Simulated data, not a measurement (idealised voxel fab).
process module | voxel transistor to metal
cross-section cut | 185 nm wide | cells 5 nm
A cross-section is a grid of square cells, given in bands from the top down. A band is one or more rows of cells.
Each band's line starts with the height of the band's top and of its bottom, in nm. Then come its materials from left to right, each with its width in nm. One material with "throughout" fills the band from edge to edge. "air" is empty space.
Height 0 is the level under which the wafer as received is all one material. The lowest band goes on downwards, as in "0 down".
A width such as "30 to 40" changes by the same amount from each row of cells to the next, from the band's top row to its bottom row.
"no change" after a step means that no cell of the cross-section changed.
closed voids: empty space of 8 cells or more with no open way to the top, each as width x height at its distance from the left edge, in nm
after a step's settings: what the simulator itself notes on the step
overlay nm, on a step with a mask: how far to the right of its planned place the mask lay; to the left if negative
plan
1 op RECEIVE | material Si
2 op CONFORMAL_DEP | material SiO2 | thk nm 5
3 op CONFORMAL_DEP | material SiN | thk nm 10
4 op MASKED_ETCH | tone cover | mask id ACTIVE | width nm 105 | etch materials SiN | depth nm 10 | overlay nm 0
5 op MASKED_ETCH | tone cover | mask id ACTIVE | width nm 105 | etch materials SiO2 | depth nm 5 | overlay nm 0
6 op MASKED_ETCH | tone cover | mask id ACTIVE | width nm 105 | etch materials Si | depth nm 20 | overlay nm 0
7 op OXIDIZE | depth nm 5
8 op FILL_DEP | material SiO2 | thk nm 5
9 op CMP | height nm 15
10 op SELECTIVE_ETCH | etch materials SiO2 | depth nm 10
11 op STRIP | etch materials SiN
12 op SELECTIVE_ETCH | etch materials SiO2 | depth nm 5
13 op OXIDIZE | depth nm 5
14 op DIRECTIONAL_DEP | material polySi | thk nm 25
15 op DIRECTIONAL_DEP | material SiCN | thk nm 15
16 op DIRECTIONAL_DEP | material aC | thk nm 10
17 op PATTERN | tone cover | mask id GATE | material resist | width nm 15 | thk nm 30 | overlay nm 0
18 op DIRECTIONAL_ETCH | etch materials aC | depth nm 10
19 op STRIP | etch materials resist
20 op DIRECTIONAL_ETCH | etch materials SiCN | depth nm 25
21 op DIRECTIONAL_ETCH | etch materials polySi | depth nm 35
22 op STRIP | etch materials aC
23 op CONFORMAL_DEP | material SiO2 | thk nm 5
24 op DIRECTIONAL_ETCH | etch materials SiO2 | depth nm 5
25 op CONFORMAL_DEP | material SiN | thk nm 5
26 op DIRECTIONAL_ETCH | etch materials SiN | depth nm 5
27 op DIRECTIONAL_ETCH | etch materials SiO2 | depth nm 5
28 op DIRECTIONAL_ETCH | etch materials Si | depth nm 5
29 op EPI | material pSi | thk nm 10
30 op FILL_DEP | material SiO2 | thk nm 10
31 op CMP | height nm 40
32 op DIRECTIONAL_DEP | material SiO2 | thk nm 10
33 op PATTERN | tone open | mask id CONTACT | material resist | width nm 20 | pitch nm 75 | thk nm 15 | overlay nm 0
34 op DIRECTIONAL_ETCH | etch materials SiO2 | depth nm 50
35 op STRIP | etch materials resist
36 op CONFORMAL_DEP | material TiN | thk nm 5
37 op FILL_DEP | material W | thk nm 10
38 op CMP | height nm 50
39 op DIRECTIONAL_DEP | material TiN | thk nm 5
40 op DIRECTIONAL_DEP | material Ru | thk nm 25
41 op DIRECTIONAL_DEP | material aC | thk nm 10
42 op PATTERN | tone cover | mask id METAL_1 | material resist | width nm 20 | pitch nm 75 | thk nm 30 | overlay nm 0
43 op DIRECTIONAL_ETCH | etch materials aC | depth nm 10
44 op STRIP | etch materials resist
45 op DIRECTIONAL_ETCH | etch materials Ru | depth nm 25
46 op DIRECTIONAL_ETCH | etch materials TiN | depth nm 5
47 op STRIP | etch materials aC
48 op CONFORMAL_DEP | material SiN | thk nm 5
49 op FILL_DEP | material lowk | thk nm 5
50 op CMP | height nm 80
51 op CONFORMAL_DEP | material SiCN | thk nm 5
as received, after step 1
  0 down: Si throughout
  closed voids: none
a wafer at the end: this start, this plan, one mistake
  85 to 80: SiCN throughout
  80 to 55: lowk 40 | SiN 5 | Ru 20 | SiN 5 | lowk 45 | SiN 5 | Ru 20 | SiN 5 | lowk 40
  55 to 50: SiN 45 | TiN 20 | SiN 55 | TiN 20 | SiN 45
  50 to 40: SiO2 45 | TiN 5 | W 10 | TiN 5 | SiO2 55 | TiN 5 | W 10 | TiN 5 | SiO2 45
  40 to 25: SiO2 45 | TiN 5 | W 10 | TiN 5 | SiO2 10 | SiN 5 | SiO2 5 | SiCN 15 | SiO2 5 | SiN 5 | SiO2 10 | TiN 5 | W 10 | TiN 5 | SiO2 45
  25 to 5: SiO2 45 | TiN 5 | W 10 | TiN 5 | SiO2 10 | SiN 5 | SiO2 5 | polySi 15 | SiO2 5 | SiN 5 | SiO2 10 | TiN 5 | W 10 | TiN 5 | SiO2 45
  5 to 0: SiO2 45 | TiN 20 | pSi 10 | SiN 5 | SiO2 5 | polySi 15 | SiO2 5 | SiN 5 | pSi 10 | TiN 20 | SiO2 45
  0 to -5: SiO2 45 | pSi 30 | SiO2 35 | pSi 30 | SiO2 45
  -5 to -10: SiO2 50 | pSi 25 | Si 35 | pSi 25 | SiO2 50
  -10 to -25: SiO2 45 | Si 95 | SiO2 45
  -25 down: Si throughout
  closed voids: none
what went wrong: step 2 was left out
